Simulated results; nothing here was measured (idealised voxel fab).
process module | voxel gate over fins
cross-section cut | 285 nm wide | cells 5 nm
A cross-section is a grid of square cells, given in bands from the top down. A band is one or more rows of cells.
Each band's line starts with the height of the band's top and of its bottom, in nm. Then come its materials from left to right, each with its width in nm. One material with "throughout" fills the band from edge to edge. "air" is empty space.
Height 0 is the level under which the wafer as received is all one material. The lowest band goes on downwards, as in "0 down".
A width such as "30 to 40" changes by the same amount from each row of cells to the next, from the band's top row to its bottom row.
"no change" after a step means that no cell of the cross-section changed.
closed voids: empty space of 8 cells or more with no open way to the top, each as width x height at its distance from the left edge, in nm
after a step's settings: what the simulator itself notes on the step
overlay nm, on a step with a mask: how far to the right of its planned place the mask lay; to the left if negative
plan
1 op RECEIVE | material Si
2 op CONFORMAL_DEP | material SiN | thk nm 5
3 op DIRECTIONAL_DEP | material aC | thk nm 15
4 op PATTERN | tone cover | mask id FINS | material resist | width nm 15 | pitch nm 50 | thk nm 30 | overlay nm 0
5 op DIRECTIONAL_ETCH | etch materials aC | depth nm 15
6 op STRIP | etch materials resist
7 op DIRECTIONAL_ETCH | etch materials SiN | depth nm 5
8 op DIRECTIONAL_ETCH | etch materials Si | depth nm 40
9 op STRIP | etch materials aC
10 op FILL_DEP | material SiO2 | thk nm 10
11 op CMP | height nm 5
12 op DIRECTIONAL_DEP | material aC | thk nm 15
13 op PATTERN | tone open | mask id RAIL | material resist | width nm 15 | thk nm 35 | overlay nm 0
14 op DIRECTIONAL_ETCH | etch materials aC | depth nm 15
15 op STRIP | etch materials resist
16 op DIRECTIONAL_ETCH | etch materials SiO2 | depth nm 40
17 op STRIP | etch materials aC
18 op CONFORMAL_DEP | material TiN | thk nm 5
19 op FILL_DEP | material W | thk nm 5
20 op CMP | height nm 5
21 op SELECTIVE_ETCH | etch materials W Ru TiN | depth nm 20
22 op FILL_DEP | material SiO2 | thk nm 5
23 op CMP | height nm 5
24 op SELECTIVE_ETCH | etch materials SiO2 | depth nm 15
25 op STRIP | etch materials SiN
26 op CONFORMAL_DEP | material HfO2 | thk nm 5
27 op CONFORMAL_DEP | material TiN | thk nm 5
28 op CONFORMAL_DEP | material TiAl | thk nm 5
29 op CONFORMAL_DEP | material TiN | thk nm 5
30 op FILL_DEP | material W | thk nm 10
31 op CMP | height nm 25
32 op CONFORMAL_DEP | material SiN | thk nm 10
varied across the wafers: thk nm of step 18. The plan shows the first wafer's value. All wafers start alike
first wafer as received, after step 1
  0 down: Si throughout
  closed voids: none
each wafer at the end: cells of each material gained (+) or lost (-) since it was received, then its closed voids
thk nm 5 | +69 HfO2 | -384 Si | +114 SiN | +276 SiO2 | +69 TiAl | +143 TiN | +112 W | closed voids: none
thk nm 10 | +69 HfO2 | -384 Si | +114 SiN | +276 SiO2 | +69 TiAl | +146 TiN | +109 W | closed voids: none
thk nm 15 | +69 HfO2 | -384 Si | +114 SiN | +276 SiO2 | +69 TiAl | +146 TiN | +109 W | closed voids: none
thk nm 20 | +69 HfO2 | -384 Si | +114 SiN | +276 SiO2 | +69 TiAl | +146 TiN | +109 W | closed voids: none
